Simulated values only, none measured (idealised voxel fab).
Process module name: voxel capacitor over wiring
It is cross-section cut that appears here, measuring 195 nm in width, its square cells being 5 nm in size.
Cross-section = grid of square cells, listed top down in bands; band = one or more rows.
Heights first: top, then bottom, in nm. Then materials, left to right, each with a width in nm. "edge to edge" on a single material: fills the band edge to edge. "air": empty space.
Heights are measured from 0, the level below which the as-received wafer is all one material; the lowest band has no bottom and continues downward, written as in "0 and below".
When a width is written as two numbers, as in "30..40", the first number is the width in the top row of cells of the band and the second is the width in its bottom row, and the width changes by the same amount from each row to the next.
A step reported as "nothing got changed" is a step in which no cell of the cross-section changed.
You'll see "Fully enclosed voids" listing empty spaces that have no way open to the top, as long as they're 8 cells or more; the notation is width x height at distance, where the distance is from the left edge, and all of it is in nm.
Whatever follows a step's settings on its line is a remark the simulator itself makes about that step.
On any step carrying a mask, the "overlay nm" setting, if present on the step's line, tells how far right of its planned place the mask lay; negative values point to the left.
## Steps planned for the process
1 RECEIVE,material Si
2 CONFORMAL_DEP,material SiO2,thk nm 15
3 DIRECTIONAL_DEP,material TiN,thk nm 5
4 DIRECTIONAL_DEP,material W,thk nm 25
5 MASKED_ETCH,tone cover,mask id METAL_1,width nm 25,pitch nm 80,etch materials W,depth nm 25,overlay nm 0
6 MASKED_ETCH,tone cover,mask id METAL_1,width nm 25,pitch nm 80,etch materials TiN,depth nm 5,overlay nm 0
7 FILL_DEP,material SiO2,thk nm 10
8 CMP,height nm 45
9 CONFORMAL_DEP,material SiCN,thk nm 5
10 DIRECTIONAL_DEP,material SiO2,thk nm 20
11 PATTERN,tone open,mask id PLUG_1,material resist,width nm 15,thk nm 20,overlay nm 0
12 DIRECTIONAL_ETCH,etch materials SiO2,depth nm 20
13 DIRECTIONAL_ETCH,etch materials SiCN,depth nm 5
14 STRIP,etch materials resist
15 EPI,material Ru,thk nm 10
16 EPI,material Ru,thk nm 10
17 EPI,material Ru,thk nm 5
18 DIRECTIONAL_DEP,material TiN,thk nm 10
19 DIRECTIONAL_DEP,material Al2O3,thk nm 5
20 DIRECTIONAL_DEP,material TiN,thk nm 5
21 PATTERN,tone cover,mask id UPPER_PLATE,material resist,width nm 60,thk nm 15,overlay nm 0
22 DIRECTIONAL_ETCH,etch materials TiN,depth nm 5
23 DIRECTIONAL_ETCH,etch materials Al2O3,depth nm 5
24 STRIP,etch materials resist
25 MASKED_ETCH,tone cover,mask id LOWER_PLATE,width nm 70,etch materials TiN,depth nm 10,overlay nm 0
26 FILL_DEP,material SiO2,thk nm 15
27 CMP,height nm 100
28 PATTERN,tone open,mask id PLUG_2,material resist,width nm 15,thk nm 15,overlay nm 0
29 DIRECTIONAL_ETCH,etch materials SiO2,depth nm 10
30 STRIP,etch materials resist
31 CONFORMAL_DEP,material TiN,thk nm 5
32 FILL_DEP,material Ru,thk nm 10
33 CMP,height nm 100
34 CONFORMAL_DEP,material SiCN,thk nm 5
## Wafer as received: cross-section following step 1
> 0 and below = Si edge to edge
> Fully enclosed voids: none
## What the wafer looks like in cross-section after this module, when it starts as shown above and follows the plan above but one mistake is made in running it
> 105 down to 100 = SiCN edge to edge
> 100 down to 95 = 55 SiO2, 25 TiN, 115 SiO2
> 95 down to 90 = 55 SiO2, 25 Al2O3, 115 SiO2
> 90 down to 85 = 50 SiO2, 65 TiN, 80 SiO2
> 85 down to 80 = 50 SiO2, 30 TiN, 35 Al2O3, 80 SiO2
> 80 down to 70 = 45 SiO2, 35 Ru, 40 TiN, 75 SiO2
> 70 down to 50 = 55 SiO2, 15 Ru, 125 SiO2
> 50 down to 45 = 55 SiCN, 15 Ru, 125 SiCN
> 45 down to 20 = 45 SiO2, 25 W, 55 SiO2, 25 W, 45 SiO2
> 20 down to 15 = 45 SiO2, 25 TiN, 55 SiO2, 25 TiN, 45 SiO2
> 15 down to 0 = SiO2 edge to edge
> 0 and below = Si edge to edge
> Fully enclosed voids: none
Misprocessing identified: which of the identical steps 15 and 16 was run twice cannot be determined, only that one of them was
